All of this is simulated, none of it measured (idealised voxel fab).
This is a process module. Its name is voxel self aligned contacts.
Section cut is 215 nm wide and gridded with 5 nm square cells.
The cross-sections in this document take the form of a grid made of square cells. They are written out as bands, in order from top to bottom. Each band consists of one or more rows of cells.
Band entry format. Leading values: height of top, height of bottom, nm. Remainder: materials in left-to-right order, each with its width in nm. Special words: "full width" on a single material, which then fills the band edge to edge; "blank", empty space.
Where do heights start? At 0: under that level the wafer as delivered is made of one material only. And the lowest band has no floor; it just carries on downward, as in "top 0, no bottom".
A width given as "30 to 40" starts at the first number in the band's top row and ends at the second number in its bottom row, shifting by an equal amount at every step from row to row.
Given "changes: none" for a step, no cell of the cross-section differs between before and after that step.
Entry "Enclosed void listing" = empty spaces >= 8 cells with no open way to the top; each as width x height at distance, distance from left edge, all nm.
Formally, on a step line, whatever follows the settings is a remark that the simulator itself makes on the step.
On any step carrying a mask, the "overlay nm" setting, if present on the step's line, tells how far right of its planned place the mask lay; negative values point to the left.

# Listed below are the process steps as planned
step 1: RECEIVE,material Si
step 2: CONFORMAL_DEP,material SiO2,thk nm 5
step 3: DIRECTIONAL_DEP,material polySi,thk nm 30
step 4: DIRECTIONAL_DEP,material SiN,thk nm 25
step 5: PATTERN,tone cover,mask id GATE,material resist,width nm 30,pitch nm 70,thk nm 15,overlay nm 0
step 6: DIRECTIONAL_ETCH,etch materials SiN,depth nm 25
step 7: DIRECTIONAL_ETCH,etch materials polySi,depth nm 30
step 8: STRIP,etch materials resist
step 9: CONFORMAL_DEP,material SiN,thk nm 10
step 10: DIRECTIONAL_ETCH,etch materials SiN,depth nm 10
step 11: FILL_DEP,material SiO2,thk nm 10
step 12: CMP,height nm 65
step 13: DIRECTIONAL_DEP,material aC,thk nm 15
step 14: PATTERN,tone open,mask id CONTACT,material resist,width nm 50,pitch nm 70,thk nm 35,overlay nm 0
step 15: DIRECTIONAL_ETCH,etch materials aC,depth nm 15
step 16: STRIP,etch materials resist
step 17: DIRECTIONAL_ETCH,etch materials SiO2,depth nm 65
step 18: STRIP,etch materials aC
step 19: CONFORMAL_DEP,material TiN,thk nm 5
step 20: FILL_DEP,material W,thk nm 10
step 21: CMP,height nm 65
step 22: CONFORMAL_DEP,material SiN,thk nm 5

# First of the two wafers, run per plan

# Cross-section of the incoming wafer, state after step 1
top 0, no bottom = Si full width
Enclosed void listing: none

# The wafer in cross-section once step 2 is complete
top 5, bottom 0 = SiO2 full width
Below a height of 0, the structure has not been altered.

# The wafer in cross-section once step 3 is complete
top 35, bottom 5 = polySi full width
Below a height of 5, the structure has not been altered.

# The wafer in cross-section once step 4 is complete
top 60, bottom 35 = SiN full width
Below a height of 35, the structure has not been altered.

# The wafer in cross-section once step 5 is complete
top 75, bottom 60 = blank=20, then resist=30, then blank=40, then resist=30, then blank=40, then resist=30, then blank=25
Below a height of 60, the structure has not been altered.

# The wafer in cross-section once step 6 is complete
top 75, bottom 60 = blank=20, then resist=30, then blank=40, then resist=30, then blank=40, then resist=30, then blank=25
top 60, bottom 35 = blank=20, then SiN=30, then blank=40, then SiN=30, then blank=40, then SiN=30, then blank=25
Below a height of 35, the structure has not been altered.

# The wafer in cross-section once step 7 is complete
top 75, bottom 60 = blank=20, then resist=30, then blank=40, then resist=30, then blank=40, then resist=30, then blank=25
top 60, bottom 35 = blank=20, then SiN=30, then blank=40, then SiN=30, then blank=40, then SiN=30, then blank=25
top 35, bottom 5 = blank=20, then polySi=30, then blank=40, then polySi=30, then blank=40, then polySi=30, then blank=25
Below a height of 5, the structure has not been altered.

# The wafer in cross-section once step 8 is complete
top 60, bottom 35 = blank=20, then SiN=30, then blank=40, then SiN=30, then blank=40, then SiN=30, then blank=25
Below a height of 35, the structure has not been altered.

# The wafer in cross-section once step 9 is complete
top 70, bottom 35 = blank=10, then SiN=50, then blank=20, then SiN=50, then blank=20, then SiN=50, then blank=15
top 35, bottom 15 = blank=10, then SiN=10, then polySi=30, then SiN=10, then blank=20, then SiN=10, then polySi=30, then SiN=10, then blank=20, then SiN=10, then polySi=30, then SiN=10, then blank=15
top 15, bottom 5 = SiN=20, then polySi=30, then SiN=40, then polySi=30, then SiN=40, then polySi=30, then SiN=25
Below a height of 5, the structure has not been altered.

# The wafer in cross-section once step 10 is complete
top 60, bottom 35 = blank=10, then SiN=50, then blank=20, then SiN=50, then blank=20, then SiN=50, then blank=15
top 35, bottom 5 = blank=10, then SiN=10, then polySi=30, then SiN=10, then blank=20, then SiN=10, then polySi=30, then SiN=10, then blank=20, then SiN=10, then polySi=30, then SiN=10, then blank=15
Below a height of 5, the structure has not been altered.

# The wafer in cross-section once step 11 is complete
top 70, bottom 60 = SiO2 full width
top 60, bottom 35 = SiO2=10, then SiN=50, then SiO2=20, then SiN=50, then SiO2=20, then SiN=50, then SiO2=15
top 35, bottom 5 = SiO2=10, then SiN=10, then polySi=30, then SiN=10, then SiO2=20, then SiN=10, then polySi=30, then SiN=10, then SiO2=20, then SiN=10, then polySi=30, then SiN=10, then SiO2=15
Below a height of 5, the structure has not been altered.

# The wafer in cross-section once step 12 is complete
top 65, bottom 60 = SiO2 full width
Below a height of 60, the structure has not been altered.

# The wafer in cross-section once step 13 is complete
top 80, bottom 65 = aC full width
Below a height of 65, the structure has not been altered.

# The wafer in cross-section once step 14 is complete
top 115, bottom 80 = resist=45, then blank=50, then resist=20, then blank=50, then resist=50
Below a height of 80, the structure has not been altered.

# The wafer in cross-section once step 15 is complete
top 100, bottom 80 = resist=45, then blank=50, then resist=20, then blank=50, then resist=50
top 80, bottom 65 = aC=45, then blank=50, then aC=20, then blank=50, then aC=50
Below a height of 65, the structure has not been altered.

# The wafer in cross-section once step 16 is complete
top 80, bottom 65 = aC=45, then blank=50, then aC=20, then blank=50, then aC=50
Below a height of 65, the structure has not been altered.

# The wafer in cross-section once step 17 is complete
top 80, bottom 65 = aC=45, then blank=50, then aC=20, then blank=50, then aC=50
top 65, bottom 60 = SiO2=45, then blank=50, then SiO2=20, then blank=50, then SiO2=50
top 60, bottom 35 = SiO2=10, then SiN=50, then blank=20, then SiN=50, then blank=20, then SiN=50, then SiO2=15
top 35, bottom 5 = SiO2=10, then SiN=10, then polySi=30, then SiN=10, then blank=20, then SiN=10, then polySi=30, then SiN=10, then blank=20, then SiN=10, then polySi=30, then SiN=10, then SiO2=15
top 5, bottom 0 = SiO2=60, then blank=20, then SiO2=50, then blank=20, then SiO2=65
Below a height of 0, the structure has not been altered.

# The wafer in cross-section once step 18 is complete
top 65, bottom 60 = SiO2=45, then blank=50, then SiO2=20, then blank=50, then SiO2=50
Below a height of 60, the structure has not been altered.

# The wafer in cross-section once step 19 is complete
top 70, bottom 65 = TiN=50, then blank=40, then TiN=30, then blank=40, then TiN=55
top 65, bottom 60 = SiO2=45, then TiN=20, then blank=10, then TiN=20, then SiO2=20, then TiN=20, then blank=10, then TiN=20, then SiO2=50
top 60, bottom 35 = SiO2=10, then SiN=50, then TiN=5, then blank=10, then TiN=5, then SiN=50, then TiN=5, then blank=10, then TiN=5, then SiN=50, then SiO2=15
top 35, bottom 5 = SiO2=10, then SiN=10, then polySi=30, then SiN=10, then TiN=5, then blank=10, then TiN=5, then SiN=10, then polySi=30, then SiN=10, then TiN=5, then blank=10, then TiN=5, then SiN=10, then polySi=30, then SiN=10, then SiO2=15
top 5, bottom 0 = SiO2=60, then TiN=20, then SiO2=50, then TiN=20, then SiO2=65
Below a height of 0, the structure has not been altered.

# The wafer in cross-section once step 20 is complete
top 80, bottom 70 = W full width
top 70, bottom 65 = TiN=50, then W=40, then TiN=30, then W=40, then TiN=55
top 65, bottom 60 = SiO2=45, then TiN=20, then W=10, then TiN=20, then SiO2=20, then TiN=20, then W=10, then TiN=20, then SiO2=50
top 60, bottom 35 = SiO2=10, then SiN=50, then TiN=5, then W=10, then TiN=5, then SiN=50, then TiN=5, then W=10, then TiN=5, then SiN=50, then SiO2=15
top 35, bottom 5 = SiO2=10, then SiN=10, then polySi=30, then SiN=10, then TiN=5, then W=10, then TiN=5, then SiN=10, then polySi=30, then SiN=10, then TiN=5, then W=10, then TiN=5, then SiN=10, then polySi=30, then SiN=10, then SiO2=15
Below a height of 5, the structure has not been altered.

# The wafer in cross-section once step 21 is complete
top 65, bottom 60 = SiO2=45, then TiN=20, then W=10, then TiN=20, then SiO2=20, then TiN=20, then W=10, then TiN=20, then SiO2=50
Below a height of 60, the structure has not been altered.

# The wafer in cross-section once step 22 is complete
top 70, bottom 65 = SiN full width
Below a height of 65, the structure has not been altered.

# Notes, second wafer: start = first wafer's, plan = first wafer's, execution had one mistake; history identical to first through step 2

# Cross-section: second wafer, time at which step 3 was scheduled to end
top 65, bottom 5 = polySi full width
Below a height of 5, the structure has not been altered.

# Cross-section: second wafer, time at which step 4 was scheduled to end
top 90, bottom 65 = SiN full width
Below a height of 65, the structure has not been altered.

# Cross-section: second wafer, time at which step 5 was scheduled to end
top 105, bottom 90 = blank=20, then resist=30, then blank=40, then resist=30, then blank=40, then resist=30, then blank=25
Below a height of 90, the structure has not been altered.

# Cross-section: second wafer, time at which step 6 was scheduled to end
top 105, bottom 90 = blank=20, then resist=30, then blank=40, then resist=30, then blank=40, then resist=30, then blank=25
top 90, bottom 65 = blank=20, then SiN=30, then blank=40, then SiN=30, then blank=40, then SiN=30, then blank=25
Below a height of 65, the structure has not been altered.

# Cross-section: second wafer, time at which step 7 was scheduled to end
top 105, bottom 90 = blank=20, then resist=30, then blank=40, then resist=30, then blank=40, then resist=30, then blank=25
top 90, bottom 65 = blank=20, then SiN=30, then blank=40, then SiN=30, then blank=40, then SiN=30, then blank=25
top 65, bottom 35 = blank=20, then polySi=30, then blank=40, then polySi=30, then blank=40, then polySi=30, then blank=25
Below a height of 35, the structure has not been altered.

# Cross-section: second wafer, time at which step 8 was scheduled to end
top 90, bottom 65 = blank=20, then SiN=30, then blank=40, then SiN=30, then blank=40, then SiN=30, then blank=25
Below a height of 65, the structure has not been altered.

# Cross-section: second wafer, time at which step 9 was scheduled to end
top 100, bottom 65 = blank=10, then SiN=50, then blank=20, then SiN=50, then blank=20, then SiN=50, then blank=15
top 65, bottom 45 = blank=10, then SiN=10, then polySi=30, then SiN=10, then blank=20, then SiN=10, then polySi=30, then SiN=10, then blank=20, then SiN=10, then polySi=30, then SiN=10, then blank=15
top 45, bottom 35 = SiN=20, then polySi=30, then SiN=40, then polySi=30, then SiN=40, then polySi=30, then SiN=25
Below a height of 35, the structure has not been altered.

# Cross-section: second wafer, time at which step 10 was scheduled to end
top 90, bottom 65 = blank=10, then SiN=50, then blank=20, then SiN=50, then blank=20, then SiN=50, then blank=15
top 65, bottom 35 = blank=10, then SiN=10, then polySi=30, then SiN=10, then blank=20, then SiN=10, then polySi=30, then SiN=10, then blank=20, then SiN=10, then polySi=30, then SiN=10, then blank=15
Below a height of 35, the structure has not been altered.

# Cross-section: second wafer, time at which step 11 was scheduled to end
top 100, bottom 90 = SiO2 full width
top 90, bottom 65 = SiO2=10, then SiN=50, then SiO2=20, then SiN=50, then SiO2=20, then SiN=50, then SiO2=15
top 65, bottom 35 = SiO2=10, then SiN=10, then polySi=30, then SiN=10, then SiO2=20, then SiN=10, then polySi=30, then SiN=10, then SiO2=20, then SiN=10, then polySi=30, then SiN=10, then SiO2=15
Below a height of 35, the structure has not been altered.

# Cross-section: second wafer, time at which step 12 was scheduled to end
top 65, bottom 35 = SiO2=10, then SiN=10, then polySi=30, then SiN=10, then SiO2=20, then SiN=10, then polySi=30, then SiN=10, then SiO2=20, then SiN=10, then polySi=30, then SiN=10, then SiO2=15
Below a height of 35, the structure has not been altered.

# Cross-section: second wafer, time at which step 13 was scheduled to end
top 80, bottom 65 = aC full width
Below a height of 65, the structure has not been altered.

# Cross-section: second wafer, time at which step 14 was scheduled to end
top 115, bottom 80 = resist=45, then blank=50, then resist=20, then blank=50, then resist=50
Below a height of 80, the structure has not been altered.

# Cross-section: second wafer, time at which step 15 was scheduled to end
top 100, bottom 80 = resist=45, then blank=50, then resist=20, then blank=50, then resist=50
top 80, bottom 65 = aC=45, then blank=50, then aC=20, then blank=50, then aC=50
Below a height of 65, the structure has not been altered.

# Cross-section: second wafer, time at which step 16 was scheduled to end
top 80, bottom 65 = aC=45, then blank=50, then aC=20, then blank=50, then aC=50
Below a height of 65, the structure has not been altered.

# Cross-section: second wafer, time at which step 17 was scheduled to end
top 80, bottom 65 = aC=45, then blank=50, then aC=20, then blank=50, then aC=50
top 65, bottom 35 = SiO2=10, then SiN=10, then polySi=30, then SiN=10, then blank=20, then SiN=10, then polySi=30, then SiN=10, then blank=20, then SiN=10, then polySi=30, then SiN=10, then SiO2=15
Below a height of 35, the structure has not been altered.

# Cross-section: second wafer, time at which step 18 was scheduled to end
top 65, bottom 35 = SiO2=10, then SiN=10, then polySi=30, then SiN=10, then blank=20, then SiN=10, then polySi=30, then SiN=10, then blank=20, then SiN=10, then polySi=30, then SiN=10, then SiO2=15
Below a height of 35, the structure has not been altered.

# Cross-section: second wafer, time at which step 19 was scheduled to end
top 70, bottom 65 = TiN=65, then blank=10, then TiN=60, then blank=10, then TiN=70
top 65, bottom 40 = SiO2=10, then SiN=10, then polySi=30, then SiN=10, then TiN=5, then blank=10, then TiN=5, then SiN=10, then polySi=30, then SiN=10, then TiN=5, then blank=10, then TiN=5, then SiN=10, then polySi=30, then SiN=10, then SiO2=15
top 40, bottom 35 = SiO2=10, then SiN=10, then polySi=30, then SiN=10, then TiN=20, then SiN=10, then polySi=30, then SiN=10, then TiN=20, then SiN=10, then polySi=30, then SiN=10, then SiO2=15
Below a height of 35, the structure has not been altered.

# Cross-section: second wafer, time at which step 20 was scheduled to end
top 80, bottom 70 = W full width
top 70, bottom 65 = TiN=65, then W=10, then TiN=60, then W=10, then TiN=70
top 65, bottom 40 = SiO2=10, then SiN=10, then polySi=30, then SiN=10, then TiN=5, then W=10, then TiN=5, then SiN=10, then polySi=30, then SiN=10, then TiN=5, then W=10, then TiN=5, then SiN=10, then polySi=30, then SiN=10, then SiO2=15
Below a height of 40, the structure has not been altered.

# Cross-section: second wafer, time at which step 21 was scheduled to end
top 65, bottom 40 = SiO2=10, then SiN=10, then polySi=30, then SiN=10, then TiN=5, then W=10, then TiN=5, then SiN=10, then polySi=30, then SiN=10, then TiN=5, then W=10, then TiN=5, then SiN=10, then polySi=30, then SiN=10, then SiO2=15
Below a height of 40, the structure has not been altered.

# Cross-section: second wafer, time at which step 22 was scheduled to end
top 70, bottom 65 = SiN full width
Below a height of 65, the structure has not been altered.
So what did we get wrong on this run? plan step 3 was conducted twice
Count the cells at the end and the second wafer has more or fewer of some materials than the first: SiN -150; SiO2 -40; TiN -40; W -28; polySi +258
